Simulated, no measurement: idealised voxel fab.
Process module under the name voxel ribs on slabs
Cross-sectional view cut (width: 285 nm; square cell size: 5 nm).
A cross-section is written here as square cells arranged in a grid, and it is given in bands from the top down, each band taking up one or more rows of cells.
This entry defines a band. It first specifies the height of the band's top and the height of its bottom in nm, and then specifies the band's materials from left to right, stating each material with its width in nm. The word "all across" identifies a single material that fills the band from edge to edge, while the word "empty" identifies empty space.
Zero point of the height axis is 0; under it, received wafer = one material. Lowest band: continues down indefinitely, "0..down".
A width such as "30->40" changes by the same amount from each row of cells to the next, from the band's top row to its bottom row.
You'll sometimes find "no change occurred" written for a step, and that's the way of saying that nowhere in the cross-section did a cell change during that step.
This entry, "closed voids", enumerates those empty regions of no fewer than 8 cells that possess no open connection to the top. Each region is reported in the form width x height at distance, the distance being taken from the left edge, with all three quantities expressed in nm.
after a step's settings: what the simulator itself notes on the step
overlay nm: on a step with a mask, how far right of its planned place the mask lay; negative means left.
# Listed below are the process steps as planned
| 1 | RECEIVE [material Si] |
| 2 | DIRECTIONAL_DEP [material SiO2] [thk nm 20] |
| 3 | DIRECTIONAL_DEP [material polySi] [thk nm 25] |
| 4 | DIRECTIONAL_DEP [material aC] [thk nm 15] |
| 5 | PATTERN [tone cover] [mask id RIB] [material resist] [width nm 20] [thk nm 35] [overlay nm 0] |
| 6 | DIRECTIONAL_ETCH [etch materials aC] [depth nm 15] |
| 7 | STRIP [etch materials resist] |
| 8 | DIRECTIONAL_ETCH [etch materials polySi] [depth nm 20] |
| 9 | STRIP [etch materials aC] |
| 10 | MASKED_ETCH [tone cover] [mask id SLAB] [width nm 60] [etch materials polySi] [depth nm 5] [overlay nm 0] |
| 11 | FILL_DEP [material SiO2] [thk nm 25] |
| 12 | CMP [height nm 60] |
| 13 | DIRECTIONAL_DEP [material W] [thk nm 10] |
| 14 | DIRECTIONAL_DEP [material aC] [thk nm 15] |
| 15 | PATTERN [tone cover] [mask id HEATER] [material resist] [width nm 30] [thk nm 35] [overlay nm 0] |
| 16 | DIRECTIONAL_ETCH [etch materials aC] [depth nm 15] |
| 17 | STRIP [etch materials resist] |
| 18 | DIRECTIONAL_ETCH [etch materials W] [depth nm 10] |
| 19 | STRIP [etch materials aC] |
| 20 | CONFORMAL_DEP [material SiO2] [thk nm 10] |
# On the first of the two wafers: run conducted according to plan
# Incoming wafer, cross-sectional view, post step 1
  0..down | Si all across
  closed voids: none
# The wafer, seen in cross-section, after step 2
  20..0 | SiO2 all across
  Note: structure below 0 unchanged.
# The wafer, seen in cross-section, after step 3
  45..20 | polySi all across
  Note: structure below 20 unchanged.
# The wafer, seen in cross-section, after step 4
  60..45 | aC all across
  Note: structure below 45 unchanged.
# The wafer, seen in cross-section, after step 5
  95..60 | empty=130 | resist=20 | empty=135
  Note: structure below 60 unchanged.
# The wafer, seen in cross-section, after step 6
  80..60 | empty=130 | resist=20 | empty=135
  60..45 | empty=130 | aC=20 | empty=135
  Note: structure below 45 unchanged.
# The wafer, seen in cross-section, after step 7
  60..45 | empty=130 | aC=20 | empty=135
  Note: structure below 45 unchanged.
# The wafer, seen in cross-section, after step 8
  60..45 | empty=130 | aC=20 | empty=135
  45..25 | empty=130 | polySi=20 | empty=135
  Note: structure below 25 unchanged.
# The wafer, seen in cross-section, after step 9
  45..25 | empty=130 | polySi=20 | empty=135
  Note: structure below 25 unchanged.
# The wafer, seen in cross-section, after step 10
  45..25 | empty=130 | polySi=20 | empty=135
  25..20 | empty=110 | polySi=60 | empty=115
  Note: structure below 20 unchanged.
# The wafer, seen in cross-section, after step 11
  70..45 | SiO2 all across
  45..25 | SiO2=130 | polySi=20 | SiO2=135
  25..20 | SiO2=110 | polySi=60 | SiO2=115
  Note: structure below 20 unchanged.
# The wafer, seen in cross-section, after step 12
  60..45 | SiO2 all across
  Note: structure below 45 unchanged.
# The wafer, seen in cross-section, after step 13
  70..60 | W all across
  Note: structure below 60 unchanged.
# The wafer, seen in cross-section, after step 14
  85..70 | aC all across
  Note: structure below 70 unchanged.
# The wafer, seen in cross-section, after step 15
  120..85 | empty=125 | resist=30 | empty=130
  Note: structure below 85 unchanged.
# The wafer, seen in cross-section, after step 16
  105..85 | empty=125 | resist=30 | empty=130
  85..70 | empty=125 | aC=30 | empty=130
  Note: structure below 70 unchanged.
# The wafer, seen in cross-section, after step 17
  85..70 | empty=125 | aC=30 | empty=130
  Note: structure below 70 unchanged.
# The wafer, seen in cross-section, after step 18
  85..70 | empty=125 | aC=30 | empty=130
  70..60 | empty=125 | W=30 | empty=130
  Note: structure below 60 unchanged.
# The wafer, seen in cross-section, after step 19
  70..60 | empty=125 | W=30 | empty=130
  Note: structure below 60 unchanged.
# The wafer, seen in cross-section, after step 20
  80..70 | empty=115 | SiO2=50 | empty=120
  70..60 | SiO2=125 | W=30 | SiO2=130
  Note: structure below 60 unchanged.
# For the second wafer, take the first wafer's start and plan, then add one mistake made in running it; everything through step 14, that step included, is shared with the first
# Second wafer shown in cross-section at the time step 15 was slated to end
  120..85 | resist=125 | empty=30 | resist=130
  Note: structure below 85 unchanged.
# Second wafer shown in cross-section at the time step 16 was slated to end
  105..85 | resist=125 | empty=30 | resist=130
  85..70 | aC=125 | empty=30 | aC=130
  Note: structure below 70 unchanged.
# Second wafer shown in cross-section at the time step 17 was slated to end
  85..70 | aC=125 | empty=30 | aC=130
  Note: structure below 70 unchanged.
# Second wafer shown in cross-section at the time step 18 was slated to end
  85..70 | aC=125 | empty=30 | aC=130
  70..60 | W=125 | empty=30 | W=130
  Note: structure below 60 unchanged.
# Second wafer shown in cross-section at the time step 19 was slated to end
  70..60 | W=125 | empty=30 | W=130
  Note: structure below 60 unchanged.
# Second wafer shown in cross-section at the time step 20 was slated to end
  80..70 | SiO2=135 | empty=10 | SiO2=140
  70..60 | W=125 | SiO2=30 | W=130
  Note: structure below 60 unchanged.
What was done differently from what was planned? heads up, step 15 didn't go per plan, it actually ran as PATTERN [tone open] [mask id HEATER] [material resist] [width nm 30] [thk nm 35] [overlay nm 0]
Final tally in cells, some materials are higher or lower on the second wafer than on the first: W: 90 more
